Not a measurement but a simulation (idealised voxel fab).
Herein follows the process module entitled voxel self aligned contacts.
Each square cell in cross-section cut measures 5 nm, and the section as a whole is 270 nm wide.
Reading order for cross-sections: top band down to bottom band. Underlying form: a grid of square cells. Band size: one or more rows of cells.
For a band, the entry starts with two heights in nm, that of the top and then that of the bottom, and carries on with the band's materials in order from left to right, each alongside its width in nm; the word "edge to edge" beside a single material means it fills the band edge to edge, and "blank" means empty space.
Height reference: 0 = level under which incoming wafer is all one material. Lowest band: no bottom, runs on downward, e.g. "0 and below".
A width such as "30..40" changes by the same amount from each row of cells to the next, from the band's top row to its bottom row.
Step note "identical to before" = no cross-section cell changed.
"Enclosed internal cavities" - sealed voids, min. 8 cells, no opening to top; format: width x height at distance (distance from left edge; nm throughout).
Whatever follows a step's settings on its line is a remark the simulator itself makes about that step.
overlay nm: on a step with a mask, how far right of its planned place the mask lay; negative means left.
-- The planned process steps are enumerated hereunder
1. RECEIVE, material Si
2. OXIDIZE, depth nm 5
3. DIRECTIONAL_DEP, material polySi, thk nm 25
4. DIRECTIONAL_DEP, material SiN, thk nm 20
5. PATTERN, tone cover, mask id GATE, material resist, width nm 25, pitch nm 70, thk nm 20, overlay nm 0
6. DIRECTIONAL_ETCH, etch materials SiN, depth nm 20
7. DIRECTIONAL_ETCH, etch materials polySi, depth nm 25
8. STRIP, etch materials resist
9. CONFORMAL_DEP, material SiN, thk nm 10
10. DIRECTIONAL_ETCH, etch materials SiN, depth nm 10
11. FILL_DEP, material SiO2, thk nm 10
12. CMP, height nm 50
13. PATTERN, tone open, mask id CONTACT, material resist, width nm 55, pitch nm 70, thk nm 15, overlay nm 0
14. DIRECTIONAL_ETCH, etch materials SiO2, depth nm 55
15. STRIP, etch materials resist
16. CONFORMAL_DEP, material TiN, thk nm 5
17. FILL_DEP, material W, thk nm 10
18. CMP, height nm 50
19. CONFORMAL_DEP, material SiN, thk nm 5
-- Concerning the first of two wafers, which was run in accordance with the plan
-- Cross-section of the wafer at receipt, which is the condition after step 1
0 and below | Si edge to edge
Enclosed internal cavities: none
-- You're looking at a cross-section of the wafer after step 2
0 down to -5 | SiO2 edge to edge
Heights below -5 show no change.
-- You're looking at a cross-section of the wafer after step 3
25 down to 0 | polySi edge to edge
Heights below 0 show no change.
-- You're looking at a cross-section of the wafer after step 4
45 down to 25 | SiN edge to edge
Heights below 25 show no change.
-- You're looking at a cross-section of the wafer after step 5
65 down to 45 | blank 50 nm; resist 25 nm; blank 45 nm; resist 25 nm; blank 45 nm; resist 25 nm; blank 55 nm
Heights below 45 show no change.
-- You're looking at a cross-section of the wafer after step 6
65 down to 45 | blank 50 nm; resist 25 nm; blank 45 nm; resist 25 nm; blank 45 nm; resist 25 nm; blank 55 nm
45 down to 25 | blank 50 nm; SiN 25 nm; blank 45 nm; SiN 25 nm; blank 45 nm; SiN 25 nm; blank 55 nm
Heights below 25 show no change.
-- You're looking at a cross-section of the wafer after step 7
65 down to 45 | blank 50 nm; resist 25 nm; blank 45 nm; resist 25 nm; blank 45 nm; resist 25 nm; blank 55 nm
45 down to 25 | blank 50 nm; SiN 25 nm; blank 45 nm; SiN 25 nm; blank 45 nm; SiN 25 nm; blank 55 nm
25 down to 0 | blank 50 nm; polySi 25 nm; blank 45 nm; polySi 25 nm; blank 45 nm; polySi 25 nm; blank 55 nm
Heights below 0 show no change.
-- You're looking at a cross-section of the wafer after step 8
45 down to 25 | blank 50 nm; SiN 25 nm; blank 45 nm; SiN 25 nm; blank 45 nm; SiN 25 nm; blank 55 nm
Heights below 25 show no change.
-- You're looking at a cross-section of the wafer after step 9
55 down to 25 | blank 40 nm; SiN 45 nm; blank 25 nm; SiN 45 nm; blank 25 nm; SiN 45 nm; blank 45 nm
25 down to 10 | blank 40 nm; SiN 10 nm; polySi 25 nm; SiN 10 nm; blank 25 nm; SiN 10 nm; polySi 25 nm; SiN 10 nm; blank 25 nm; SiN 10 nm; polySi 25 nm; SiN 10 nm; blank 45 nm
10 down to 0 | SiN 50 nm; polySi 25 nm; SiN 45 nm; polySi 25 nm; SiN 45 nm; polySi 25 nm; SiN 55 nm
Heights below 0 show no change.
-- You're looking at a cross-section of the wafer after step 10
45 down to 25 | blank 40 nm; SiN 45 nm; blank 25 nm; SiN 45 nm; blank 25 nm; SiN 45 nm; blank 45 nm
25 down to 0 | blank 40 nm; SiN 10 nm; polySi 25 nm; SiN 10 nm; blank 25 nm; SiN 10 nm; polySi 25 nm; SiN 10 nm; blank 25 nm; SiN 10 nm; polySi 25 nm; SiN 10 nm; blank 45 nm
Heights below 0 show no change.
-- You're looking at a cross-section of the wafer after step 11
55 down to 45 | SiO2 edge to edge
45 down to 25 | SiO2 40 nm; SiN 45 nm; SiO2 25 nm; SiN 45 nm; SiO2 25 nm; SiN 45 nm; SiO2 45 nm
25 down to 0 | SiO2 40 nm; SiN 10 nm; polySi 25 nm; SiN 10 nm; SiO2 25 nm; SiN 10 nm; polySi 25 nm; SiN 10 nm; SiO2 25 nm; SiN 10 nm; polySi 25 nm; SiN 10 nm; SiO2 45 nm
Heights below 0 show no change.
-- You're looking at a cross-section of the wafer after step 12
50 down to 45 | SiO2 edge to edge
Heights below 45 show no change.
-- You're looking at a cross-section of the wafer after step 13
65 down to 50 | resist 70 nm; blank 55 nm; resist 15 nm; blank 55 nm; resist 75 nm
Heights below 50 show no change.
-- You're looking at a cross-section of the wafer after step 14
65 down to 50 | resist 70 nm; blank 55 nm; resist 15 nm; blank 55 nm; resist 75 nm
50 down to 45 | SiO2 70 nm; blank 55 nm; SiO2 15 nm; blank 55 nm; SiO2 75 nm
45 down to 25 | SiO2 40 nm; SiN 45 nm; blank 25 nm; SiN 45 nm; blank 25 nm; SiN 45 nm; SiO2 45 nm
25 down to 0 | SiO2 40 nm; SiN 10 nm; polySi 25 nm; SiN 10 nm; blank 25 nm; SiN 10 nm; polySi 25 nm; SiN 10 nm; blank 25 nm; SiN 10 nm; polySi 25 nm; SiN 10 nm; SiO2 45 nm
0 down to -5 | SiO2 85 nm; blank 25 nm; SiO2 45 nm; blank 25 nm; SiO2 90 nm
Heights below -5 show no change.
-- You're looking at a cross-section of the wafer after step 15
50 down to 45 | SiO2 70 nm; blank 55 nm; SiO2 15 nm; blank 55 nm; SiO2 75 nm
Heights below 45 show no change.
-- You're looking at a cross-section of the wafer after step 16
55 down to 50 | TiN 75 nm; blank 45 nm; TiN 25 nm; blank 45 nm; TiN 80 nm
50 down to 45 | SiO2 70 nm; TiN 20 nm; blank 15 nm; TiN 20 nm; SiO2 15 nm; TiN 20 nm; blank 15 nm; TiN 20 nm; SiO2 75 nm
45 down to 25 | SiO2 40 nm; SiN 45 nm; TiN 5 nm; blank 15 nm; TiN 5 nm; SiN 45 nm; TiN 5 nm; blank 15 nm; TiN 5 nm; SiN 45 nm; SiO2 45 nm
25 down to 0 | SiO2 40 nm; SiN 10 nm; polySi 25 nm; SiN 10 nm; TiN 5 nm; blank 15 nm; TiN 5 nm; SiN 10 nm; polySi 25 nm; SiN 10 nm; TiN 5 nm; blank 15 nm; TiN 5 nm; SiN 10 nm; polySi 25 nm; SiN 10 nm; SiO2 45 nm
0 down to -5 | SiO2 85 nm; TiN 25 nm; SiO2 45 nm; TiN 25 nm; SiO2 90 nm
Heights below -5 show no change.
-- You're looking at a cross-section of the wafer after step 17
65 down to 55 | W edge to edge
55 down to 50 | TiN 75 nm; W 45 nm; TiN 25 nm; W 45 nm; TiN 80 nm
50 down to 45 | SiO2 70 nm; TiN 20 nm; W 15 nm; TiN 20 nm; SiO2 15 nm; TiN 20 nm; W 15 nm; TiN 20 nm; SiO2 75 nm
45 down to 25 | SiO2 40 nm; SiN 45 nm; TiN 5 nm; W 15 nm; TiN 5 nm; SiN 45 nm; TiN 5 nm; W 15 nm; TiN 5 nm; SiN 45 nm; SiO2 45 nm
25 down to 0 | SiO2 40 nm; SiN 10 nm; polySi 25 nm; SiN 10 nm; TiN 5 nm; W 15 nm; TiN 5 nm; SiN 10 nm; polySi 25 nm; SiN 10 nm; TiN 5 nm; W 15 nm; TiN 5 nm; SiN 10 nm; polySi 25 nm; SiN 10 nm; SiO2 45 nm
Heights below 0 show no change.
-- You're looking at a cross-section of the wafer after step 18
50 down to 45 | SiO2 70 nm; TiN 20 nm; W 15 nm; TiN 20 nm; SiO2 15 nm; TiN 20 nm; W 15 nm; TiN 20 nm; SiO2 75 nm
Heights below 45 show no change.
-- You're looking at a cross-section of the wafer after step 19
55 down to 50 | SiN edge to edge
Heights below 50 show no change.
-- Here the second wafer is described. Its start and its plan were those of the first wafer. Its run contained one mistake. Up to and including step 3, it did exactly what the first wafer did
-- Cross-section: second wafer, time at which step 4 was scheduled to end
50 down to 25 | SiN edge to edge
Heights below 25 show no change.
-- Cross-section: second wafer, time at which step 5 was scheduled to end
70 down to 50 | blank 50 nm; resist 25 nm; blank 45 nm; resist 25 nm; blank 45 nm; resist 25 nm; blank 55 nm
Heights below 50 show no change.
-- Cross-section: second wafer, time at which step 6 was scheduled to end
70 down to 50 | blank 50 nm; resist 25 nm; blank 45 nm; resist 25 nm; blank 45 nm; resist 25 nm; blank 55 nm
50 down to 30 | blank 50 nm; SiN 25 nm; blank 45 nm; SiN 25 nm; blank 45 nm; SiN 25 nm; blank 55 nm
Heights below 30 show no change.
Cross-section: second wafer, time at which step 7 was scheduled to end: identical to before
-- Cross-section: second wafer, time at which step 8 was scheduled to end
50 down to 30 | blank 50 nm; SiN 25 nm; blank 45 nm; SiN 25 nm; blank 45 nm; SiN 25 nm; blank 55 nm
Heights below 30 show no change.
-- Cross-section: second wafer, time at which step 9 was scheduled to end
60 down to 40 | blank 40 nm; SiN 45 nm; blank 25 nm; SiN 45 nm; blank 25 nm; SiN 45 nm; blank 45 nm
40 down to 25 | SiN edge to edge
Heights below 25 show no change.
-- Cross-section: second wafer, time at which step 10 was scheduled to end
50 down to 30 | blank 40 nm; SiN 45 nm; blank 25 nm; SiN 45 nm; blank 25 nm; SiN 45 nm; blank 45 nm
Heights below 30 show no change.
-- Cross-section: second wafer, time at which step 11 was scheduled to end
60 down to 50 | SiO2 edge to edge
50 down to 30 | SiO2 40 nm; SiN 45 nm; SiO2 25 nm; SiN 45 nm; SiO2 25 nm; SiN 45 nm; SiO2 45 nm
Heights below 30 show no change.
-- Cross-section: second wafer, time at which step 12 was scheduled to end
50 down to 30 | SiO2 40 nm; SiN 45 nm; SiO2 25 nm; SiN 45 nm; SiO2 25 nm; SiN 45 nm; SiO2 45 nm
Heights below 30 show no change.
-- Cross-section: second wafer, time at which step 13 was scheduled to end
65 down to 50 | resist 70 nm; blank 55 nm; resist 15 nm; blank 55 nm; resist 75 nm
Heights below 50 show no change.
-- Cross-section: second wafer, time at which step 14 was scheduled to end
65 down to 50 | resist 70 nm; blank 55 nm; resist 15 nm; blank 55 nm; resist 75 nm
50 down to 30 | SiO2 40 nm; SiN 45 nm; blank 25 nm; SiN 45 nm; blank 25 nm; SiN 45 nm; SiO2 45 nm
Heights below 30 show no change.
-- Cross-section: second wafer, time at which step 15 was scheduled to end
50 down to 30 | SiO2 40 nm; SiN 45 nm; blank 25 nm; SiN 45 nm; blank 25 nm; SiN 45 nm; SiO2 45 nm
Heights below 30 show no change.
-- Cross-section: second wafer, time at which step 16 was scheduled to end
55 down to 50 | TiN 90 nm; blank 15 nm; TiN 55 nm; blank 15 nm; TiN 95 nm
50 down to 35 | SiO2 40 nm; SiN 45 nm; TiN 5 nm; blank 15 nm; TiN 5 nm; SiN 45 nm; TiN 5 nm; blank 15 nm; TiN 5 nm; SiN 45 nm; SiO2 45 nm
35 down to 30 | SiO2 40 nm; SiN 45 nm; TiN 25 nm; SiN 45 nm; TiN 25 nm; SiN 45 nm; SiO2 45 nm
Heights below 30 show no change.
-- Cross-section: second wafer, time at which step 17 was scheduled to end
65 down to 55 | W edge to edge
55 down to 50 | TiN 90 nm; W 15 nm; TiN 55 nm; W 15 nm; TiN 95 nm
50 down to 35 | SiO2 40 nm; SiN 45 nm; TiN 5 nm; W 15 nm; TiN 5 nm; SiN 45 nm; TiN 5 nm; W 15 nm; TiN 5 nm; SiN 45 nm; SiO2 45 nm
Heights below 35 show no change.
-- Cross-section: second wafer, time at which step 18 was scheduled to end
50 down to 35 | SiO2 40 nm; SiN 45 nm; TiN 5 nm; W 15 nm; TiN 5 nm; SiN 45 nm; TiN 5 nm; W 15 nm; TiN 5 nm; SiN 45 nm; SiO2 45 nm
Heights below 35 show no change.
-- Cross-section: second wafer, time at which step 19 was scheduled to end
55 down to 50 | SiN edge to edge
Heights below 50 show no change.
Which mistake was made when the wafer was run? step 4 ran differently from the plan; actual operation with settings: DIRECTIONAL_DEP, material SiN, thk nm 25
The closing comparison, in cells, has the second wafer with more or fewer of some materials than the first: SiN -6, SiO2 -107, TiN -40, W -42, polySi +195
